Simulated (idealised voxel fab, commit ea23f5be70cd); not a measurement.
process module | voxel self aligned contacts
cross-section cut | 300 nm wide | cells 5 nm
A cross-section is a grid of square cells, given in bands from the top down. A band is one or more rows of cells.
Each band's line starts with the height of the band's top and of its bottom, in nm. Then come its materials from left to right, each with its width in nm. One material with "throughout" fills the band from edge to edge. "air" is empty space.
Height 0 is the level under which the wafer as received is all one material. The lowest band goes on downwards, as in "0 down".
A width such as "30 to 40" changes by the same amount from each row of cells to the next, from the band's top row to its bottom row.
"no change" after a step means that no cell of the cross-section changed.
closed voids: empty space of 8 cells or more with no open way to the top, each as width x height at its distance from the left edge, in nm
after a step's settings: what the simulator itself notes on the step
overlay nm, on a step with a mask: how far to the right of its planned place the mask lay; to the left if negative
plan
1 op RECEIVE | material Si
2 op CONFORMAL_DEP | material SiO2 | thk nm 5
3 op DIRECTIONAL_DEP | material polySi | thk nm 20
4 op DIRECTIONAL_DEP | material SiN | thk nm 20
5 op MASKED_ETCH | tone cover | mask id GATE | width nm 35 | pitch nm 60 | etch materials SiN | depth nm 20 | overlay nm 0
6 op MASKED_ETCH | tone cover | mask id GATE | width nm 35 | pitch nm 60 | etch materials polySi | depth nm 20 | overlay nm 0
7 op CONFORMAL_DEP | material SiN | thk nm 5
8 op DIRECTIONAL_ETCH | etch materials SiN | depth nm 5
9 op FILL_DEP | material SiO2 | thk nm 15
10 op CMP | height nm 50
11 op PATTERN | tone open | mask id CONTACT | material resist | width nm 45 | thk nm 15 | overlay nm 0
12 op DIRECTIONAL_ETCH | etch materials SiO2 | depth nm 50
13 op STRIP | etch materials resist
14 op CONFORMAL_DEP | material TiN | thk nm 5
15 op FILL_DEP | material W | thk nm 10
16 op CMP | height nm 50
17 op CONFORMAL_DEP | material SiN | thk nm 5
varied across the wafers: thk nm of step 14. The plan shows the first wafer's value. All wafers start alike
first wafer as received, after step 1
  0 down: Si throughout
  closed voids: none
first wafer at the end, after step 17
  55 to 50: SiN throughout
  50 to 45: SiO2 125 | TiN 20 | W 5 | TiN 20 | SiO2 130
  45 to 25: SiO2 95 | SiN 45 | TiN 5 | W 5 | TiN 5 | SiN 45 | SiO2 100
  25 to 5: SiO2 95 | SiN 5 | polySi 35 | SiN 5 | TiN 5 | W 5 | TiN 5 | SiN 5 | polySi 35 | SiN 5 | SiO2 100
  5 to 0: SiO2 140 | TiN 15 | SiO2 145
  0 down: Si throughout
  closed voids: none
last wafer at the end
  55 to 50: SiN throughout
  50 to 45: SiO2 125 | TiN 45 | SiO2 130
  45 to 25: SiO2 95 | SiN 45 | TiN 15 | SiN 45 | SiO2 100
  25 to 5: SiO2 95 | SiN 5 | polySi 35 | SiN 5 | TiN 15 | SiN 5 | polySi 35 | SiN 5 | SiO2 100
  5 to 0: SiO2 140 | TiN 15 | SiO2 145
  0 down: Si throughout
  closed voids: none
each wafer at the end: cells of each material gained (+) or lost (-) since it was received, then its closed voids
thk nm 5 | +148 SiN | +420 SiO2 | +27 TiN | +9 W | +56 polySi | closed voids: none
thk nm 10 | +148 SiN | +420 SiO2 | +36 TiN | +56 polySi | closed voids: none
thk nm 15 | +148 SiN | +420 SiO2 | +36 TiN | +56 polySi | closed voids: none
thk nm 20 | +148 SiN | +420 SiO2 | +36 TiN | +56 polySi | closed voids: none
